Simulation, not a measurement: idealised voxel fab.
The following process module bears the name voxel released beams.
Shown is cross-section cut, with a width of 165 nm and square cells of size 5 nm.
If you're reading a cross-section in this doc, picture square cells in a grid; it comes to you as bands, top ones listed first down to the bottom, and a band can be one or more rows of cells.
Quick guide to a band line: top height, bottom height (nm) up front; then every material left to right with its width in nm. Only one material and it's marked "edge to edge"? Then it fills the band edge to edge. And "air" just means empty space.
It should be noted that heights are counted from 0, beneath which the wafer as supplied is of one material throughout, and that the lowest band possesses no lower boundary but continues downward, as written in "0 -> down".
So if you see something like "30..40" for the width, read it as the top row of the band sitting at the first number and the bottom row at the second, with every row in between moving by the same amount as the last.
Where a step carries "identical to before", the cross-section came out of it unchanged, cell for cell.
The label "Voids lacking openings" introduces a list of the empty spaces, 8 cells or larger, that have no open way up to the top; each entry in it reads width x height at distance, where the distance is taken from the left edge and all three are stated in nm.
Read whatever lies past the settings on a step's line as the simulator's own remark about the step.
"overlay nm" on a masked step: distance the mask lay right of its planned place, negative for left.
**Process steps (planned)**
1 RECEIVE: material Si
2 CONFORMAL_DEP: material SiN, thk nm 10
3 DIRECTIONAL_DEP: material SiO2, thk nm 20
4 DIRECTIONAL_DEP: material aC, thk nm 15
5 PATTERN: tone open, mask id ANCHOR, material resist, width nm 35, thk nm 30, overlay nm 0
6 DIRECTIONAL_ETCH: etch materials aC, depth nm 15
7 STRIP: etch materials resist
8 DIRECTIONAL_ETCH: etch materials SiO2, depth nm 20
9 STRIP: etch materials aC
10 CONFORMAL_DEP: material polySi, thk nm 15
11 DIRECTIONAL_DEP: material aC, thk nm 15
12 PATTERN: tone cover, mask id BEAM, material resist, width nm 95, thk nm 35, overlay nm 0
13 DIRECTIONAL_ETCH: etch materials aC, depth nm 15
14 STRIP: etch materials resist
15 DIRECTIONAL_ETCH: etch materials polySi, depth nm 15
16 STRIP: etch materials aC
17 STRIP: etch materials SiO2
**Here's what the wafer looked like in cross-section when it arrived - that's after step 1**
0 -> down  Si edge to edge
Voids lacking openings: none
**Wafer at module end, in section. Began as above, planned as above, run with one mistake**
15 -> 0  air (30)  polySi (95)  air (40)
0 -> down  Si edge to edge
Voids lacking openings: none
Heads up, the wafer didn't run the way we planned it: heads up, step 9 didn't go per plan, it actually ran as STRIP: etch materials SiN
